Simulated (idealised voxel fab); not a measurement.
process module | voxel self aligned contacts
Pictured: cross-section cut, 210 nm wide, on a grid of 5 nm square cells.
Cross-section layout: square cells on a grid; listed as bands, top to bottom; a band spans one or more cell rows.
Band: top and bottom heights (nm) first, top before bottom; then materials from left to right, widths in nm. "full width" marks a sole material filling the band edge to edge. "empty" denotes empty space.
Height 0 is the level under which the wafer as received is all one material. The lowest band goes on downwards, as in "0 -> down".
A width such as "30..40" changes by the same amount from each row of cells to the next, from the band's top row to its bottom row.
For the purposes of this document, the phrase "all unchanged" attached to a step denotes that no cell within the cross-section was modified by that step.
"Enclosed void inventory" lists enclosed empty spaces (at least 8 cells, no open path upward to the top), each as width x height at distance from the left edge, in nm.
Formally, on a step line, whatever follows the settings is a remark that the simulator itself makes on the step.
For masked steps, "overlay nm" on the step line gives how far right of plan the mask actually lay; a minus sign means it lay to the left.

# Process steps - plan
step 1: RECEIVE, material Si
step 2: CONFORMAL_DEP, material SiO2, thk nm 5
step 3: DIRECTIONAL_DEP, material polySi, thk nm 20
step 4: DIRECTIONAL_DEP, material SiN, thk nm 15
step 5: DIRECTIONAL_DEP, material aC, thk nm 10
step 6: PATTERN, tone cover, mask id GATE, material resist, width nm 35, pitch nm 60, thk nm 30, overlay nm 0
step 7: DIRECTIONAL_ETCH, etch materials aC, depth nm 10
step 8: STRIP, etch materials resist
step 9: DIRECTIONAL_ETCH, etch materials SiN, depth nm 15
step 10: DIRECTIONAL_ETCH, etch materials polySi, depth nm 20
step 11: STRIP, etch materials aC
step 12: CONFORMAL_DEP, material SiN, thk nm 5
step 13: DIRECTIONAL_ETCH, etch materials SiN, depth nm 5
step 14: FILL_DEP, material SiO2, thk nm 15
step 15: CMP, height nm 50
step 16: PATTERN, tone open, mask id CONTACT, material resist, width nm 35, thk nm 20, overlay nm 0
step 17: DIRECTIONAL_ETCH, etch materials SiO2, depth nm 50
step 18: STRIP, etch materials resist
step 19: CONFORMAL_DEP, material TiN, thk nm 5
step 20: FILL_DEP, material W, thk nm 5
step 21: CMP, height nm 50
step 22: CONFORMAL_DEP, material SiN, thk nm 5

# Cross-section of the wafer upon arrival, representing the state reached after step 1
- 0 -> down: Si full width
- Enclosed void inventory: none

# The module was run from the start shown above using the plan shown above, but one mistake was made doing it; the resulting wafer cross-section is below
- 55 -> 50: SiN full width
- 50 -> 40: SiO2=85 | aC=5..15 | W=25..5 | aC=5..15 | SiO2=90
- 40 -> 25: SiO2=50 | SiN=45 | aC=5 | W=5 | aC=5 | SiN=45 | SiO2=55
- 25 -> 5: SiO2=50 | SiN=5 | polySi=35 | SiN=5 | aC=5 | W=5 | aC=5 | SiN=5 | polySi=35 | SiN=5 | SiO2=55
- 5 -> 0: SiO2=95 | aC=15 | SiO2=100
- 0 -> down: Si full width
- Enclosed void inventory: none
In executing the process, a mistake was made relative to the plan: step 19 changed vs plan, executed as CONFORMAL_DEP, material aC, thk nm 5
